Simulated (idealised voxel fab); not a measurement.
process module | voxel wiring stack
cross-section cut | 225 nm wide | cells 5 nm
A cross-section is a grid of square cells, given in bands from the top down. A band is one or more rows of cells.
Each band's line starts with the height of the band's top and of its bottom, in nm. Then come its materials from left to right, each with its width in nm. One material with "throughout" fills the band from edge to edge. "air" is empty space.
Height 0 is the level under which the wafer as received is all one material. The lowest band goes on downwards, as in "0 down".
A width such as "30 to 40" changes by the same amount from each row of cells to the next, from the band's top row to its bottom row.
"no change" after a step means that no cell of the cross-section changed.
closed voids: empty space of 8 cells or more with no open way to the top, each as width x height at its distance from the left edge, in nm
after a step's settings: what the simulator itself notes on the step
overlay nm, on a step with a mask: how far to the right of its planned place the mask lay; to the left if negative
plan
1 op RECEIVE | material Si
2 op CONFORMAL_DEP | material SiO2 | thk nm 15
3 op CONFORMAL_DEP | material SiN | thk nm 5
4 op DIRECTIONAL_DEP | material lowk | thk nm 25
5 op MASKED_ETCH | tone open | mask id METAL_1 | width nm 20 | pitch nm 35 | etch materials lowk | depth nm 25 | overlay nm 0
6 op MASKED_ETCH | tone open | mask id METAL_1 | width nm 20 | pitch nm 35 | etch materials SiN | depth nm 5 | overlay nm 0
7 op CONFORMAL_DEP | material TiN | thk nm 5
8 op FILL_DEP | material Cu | thk nm 5
9 op CMP | height nm 45
10 op CONFORMAL_DEP | material SiCN | thk nm 5
11 op DIRECTIONAL_DEP | material lowk | thk nm 20
12 op DIRECTIONAL_DEP | material aC | thk nm 15
13 op PATTERN | tone open | mask id PLUG_1 | material resist | width nm 15 | pitch nm 35 | thk nm 35 | overlay nm 0
14 op DIRECTIONAL_ETCH | etch materials aC | depth nm 15
15 op STRIP | etch materials resist
16 op DIRECTIONAL_ETCH | etch materials lowk | depth nm 20
17 op DIRECTIONAL_ETCH | etch materials SiCN | depth nm 5
18 op STRIP | etch materials aC
19 op EPI | material Ru | thk nm 10
20 op EPI | material Ru | thk nm 10
21 op EPI | material Ru | thk nm 5
22 op DIRECTIONAL_DEP | material TiN | thk nm 5
23 op DIRECTIONAL_DEP | material W | thk nm 25
24 op MASKED_ETCH | tone cover | mask id METAL_2 | width nm 20 | pitch nm 35 | etch materials W | depth nm 25 | overlay nm 0
25 op MASKED_ETCH | tone cover | mask id METAL_2 | width nm 20 | pitch nm 35 | etch materials TiN | depth nm 5 | overlay nm 0
26 op CONFORMAL_DEP | material SiCN | thk nm 5
27 op FILL_DEP | material SiO2 | thk nm 10
28 op CMP | height nm 100
29 op CONFORMAL_DEP | material SiCN | thk nm 5
30 op DIRECTIONAL_DEP | material SiO2 | thk nm 35
31 op MASKED_ETCH | tone open | mask id METAL_3_HOLES | width nm 15 | pitch nm 35 | etch materials SiO2 | depth nm 35 | overlay nm 0
32 op PATTERN | tone open | mask id METAL_3 | material resist | width nm 20 | pitch nm 35 | thk nm 15 | overlay nm 0
33 op DIRECTIONAL_ETCH | etch materials SiO2 | depth nm 20
34 op DIRECTIONAL_ETCH | etch materials SiCN | depth nm 5
35 op STRIP | etch materials resist
36 op CONFORMAL_DEP | material TiN | thk nm 5
37 op FILL_DEP | material Cu | thk nm 5
38 op CMP | height nm 140
39 op CONFORMAL_DEP | material SiCN | thk nm 5
40 op DIRECTIONAL_DEP | material lowk | thk nm 15
41 op DIRECTIONAL_DEP | material aC | thk nm 10
42 op PATTERN | tone open | mask id PLUG_3 | material resist | width nm 15 | pitch nm 35 | thk nm 30 | overlay nm 0
43 op DIRECTIONAL_ETCH | etch materials aC | depth nm 10
44 op STRIP | etch materials resist
45 op DIRECTIONAL_ETCH | etch materials lowk | depth nm 15
46 op DIRECTIONAL_ETCH | etch materials SiCN | depth nm 5
47 op STRIP | etch materials aC
48 op EPI | material Ru | thk nm 10
49 op EPI | material Ru | thk nm 10
50 op CONFORMAL_DEP | material SiCN | thk nm 5
51 op DIRECTIONAL_DEP | material lowk | thk nm 20
52 op PATTERN | tone open | mask id METAL_4 | material resist | width nm 20 | pitch nm 35 | thk nm 15 | overlay nm 0
53 op DIRECTIONAL_ETCH | etch materials lowk | depth nm 20
54 op DIRECTIONAL_ETCH | etch materials SiCN | depth nm 5
55 op STRIP | etch materials resist
56 op CONFORMAL_DEP | material TiN | thk nm 5
57 op FILL_DEP | material Cu | thk nm 5
58 op CMP | height nm 185
59 op CONFORMAL_DEP | material SiN | thk nm 5
as received, after step 1
  0 down: Si throughout
  closed voids: none
first wafer at the end, as planned
  190 to 185: SiN throughout
  185 to 165: lowk 50 | TiN 5 | Cu 10 | TiN 5 | lowk 15 | TiN 5 | Cu 10 | TiN 5 | lowk 15 | TiN 5 | Cu 10 | TiN 5 | lowk 15 | TiN 5 | Cu 10 | TiN 5 | lowk 50
  165 to 160: SiCN 50 | TiN 20 | SiCN 15 | TiN 20 | SiCN 15 | TiN 20 | SiCN 15 | TiN 20 | SiCN 50
  160 to 145: lowk 50 | Ru 15 | lowk 20 | Ru 15 | lowk 20 | Ru 15 | lowk 20 | Ru 15 | lowk 55
  145 to 140: SiCN 50 | Ru 15 | SiCN 20 | Ru 15 | SiCN 20 | Ru 15 | SiCN 20 | Ru 15 | SiCN 55
  140 to 125: SiO2 50 | TiN 5 | Cu 10 | TiN 5 | SiO2 15 | TiN 5 | Cu 10 | TiN 5 | SiO2 15 | TiN 5 | Cu 10 | TiN 5 | SiO2 15 | TiN 5 | Cu 10 | TiN 5 | SiO2 50
  125 to 120: SiO2 50 | TiN 5 | Cu 5 | TiN 10 | SiO2 15 | TiN 5 | Cu 5 | TiN 10 | SiO2 15 | TiN 5 | Cu 5 | TiN 10 | SiO2 15 | TiN 5 | Cu 5 | TiN 10 | SiO2 50
  120 to 105: SiO2 50 | TiN 5 | Cu 5 | TiN 5 | SiO2 20 | TiN 5 | Cu 5 | TiN 5 | SiO2 20 | TiN 5 | Cu 5 | TiN 5 | SiO2 20 | TiN 5 | Cu 5 | TiN 5 | SiO2 55
  105 to 100: SiCN 50 | TiN 15 | SiCN 20 | TiN 15 | SiCN 20 | TiN 15 | SiCN 20 | TiN 15 | SiCN 55
  100 to 75: SiO2 45 | SiCN 5 | W 20 | SiCN 5 | SiO2 5 | SiCN 5 | W 20 | SiCN 5 | SiO2 5 | SiCN 5 | W 20 | SiCN 5 | SiO2 5 | SiCN 5 | W 20 | SiCN 5 | SiO2 45
  75 to 70: SiCN 50 | TiN 20 | SiCN 15 | TiN 20 | SiCN 15 | TiN 20 | SiCN 15 | TiN 20 | SiCN 50
  70 to 50: lowk 50 | Ru 15 | lowk 20 | Ru 15 | lowk 20 | Ru 15 | lowk 20 | Ru 15 | lowk 55
  50 to 45: SiCN 50 | Ru 15 | SiCN 20 | Ru 15 | SiCN 20 | Ru 15 | SiCN 20 | Ru 15 | SiCN 55
  45 to 20: lowk 50 | TiN 5 | Cu 10 | TiN 5 | lowk 15 | TiN 5 | Cu 10 | TiN 5 | lowk 15 | TiN 5 | Cu 10 | TiN 5 | lowk 15 | TiN 5 | Cu 10 | TiN 5 | lowk 50
  20 to 15: SiN 50 | TiN 20 | SiN 15 | TiN 20 | SiN 15 | TiN 20 | SiN 15 | TiN 20 | SiN 50
  15 to 0: SiO2 throughout
  0 down: Si throughout
  closed voids: none
second wafer at the end: like start, like plan, one mistake
  190 to 185: SiN throughout
  185 to 165: lowk 50 | TiN 5 | Cu 10 | TiN 5 | lowk 15 | TiN 5 | Cu 10 | TiN 5 | lowk 15 | TiN 5 | Cu 10 | TiN 5 | lowk 15 | TiN 5 | Cu 10 | TiN 5 | lowk 50
  165 to 160: SiCN 50 | TiN 20 | SiCN 15 | TiN 20 | SiCN 15 | TiN 20 | SiCN 15 | TiN 20 | SiCN 50
  160 to 145: lowk 50 | Ru 15 | lowk 20 | Ru 15 | lowk 20 | Ru 15 | lowk 20 | Ru 15 | lowk 55
  145 to 140: SiCN 50 | Ru 15 | SiCN 20 | Ru 15 | SiCN 20 | Ru 15 | SiCN 20 | Ru 15 | SiCN 55
  140 to 125: SiO2 50 | TiN 5 | Cu 10 | TiN 5 | SiO2 15 | TiN 5 | Cu 10 | TiN 5 | SiO2 15 | TiN 5 | Cu 10 | TiN 5 | SiO2 15 | TiN 5 | Cu 10 | TiN 5 | SiO2 50
  125 to 120: SiO2 50 | TiN 5 | Cu 5 | TiN 10 | SiO2 15 | TiN 5 | Cu 5 | TiN 10 | SiO2 15 | TiN 5 | Cu 5 | TiN 10 | SiO2 15 | TiN 5 | Cu 5 | TiN 10 | SiO2 50
  120 to 105: SiO2 50 | TiN 5 | Cu 5 | TiN 5 | SiO2 20 | TiN 5 | Cu 5 | TiN 5 | SiO2 20 | TiN 5 | Cu 5 | TiN 5 | SiO2 20 | TiN 5 | Cu 5 | TiN 5 | SiO2 55
  105 to 100: SiCN 50 | TiN 15 | SiCN 20 | TiN 15 | SiCN 20 | TiN 15 | SiCN 20 | TiN 15 | SiCN 55
  100 to 75: SiO2 45 | SiCN 5 | W 20 | SiCN 5 | SiO2 5 | SiCN 5 | W 20 | SiCN 5 | SiO2 5 | SiCN 5 | W 20 | SiCN 5 | SiO2 5 | SiCN 5 | W 20 | SiCN 5 | SiO2 45
  75 to 70: SiO2 45 | SiCN 5 | TiN 20 | SiCN 15 | TiN 20 | SiCN 15 | TiN 20 | SiCN 15 | TiN 20 | SiCN 30 | SiO2 20
  70 to 50: SiO2 45 | SiCN 5 | lowk 15 | Ru 20 | lowk 15 | Ru 20 | lowk 15 | Ru 20 | lowk 15 | Ru 30 | SiCN 5 | SiO2 20
  50 to 45: SiCN 65 | Ru 20 | SiCN 15 | Ru 20 | SiCN 15 | Ru 20 | SiCN 15 | Ru 30 | SiCN 25
  45 to 20: lowk 50 | TiN 5 | Cu 10 | TiN 5 | lowk 15 | TiN 5 | Cu 10 | TiN 5 | lowk 15 | TiN 5 | Cu 10 | TiN 5 | lowk 15 | TiN 5 | Cu 10 | TiN 5 | lowk 50
  20 to 15: SiN 50 | TiN 20 | SiN 15 | TiN 20 | SiN 15 | TiN 20 | SiN 15 | TiN 20 | SiN 50
  15 to 0: SiO2 throughout
  0 down: Si throughout
  closed voids: none
what went wrong: step 13 ran as: op PATTERN | tone cover | mask id PLUG_1 | material resist | width nm 15 | pitch nm 35 | thk nm 35 | overlay nm 0
at the end the second wafer has, in cells: 30 more of Ru | 11 fewer of SiCN | 65 more of SiO2 | 84 fewer of lowk
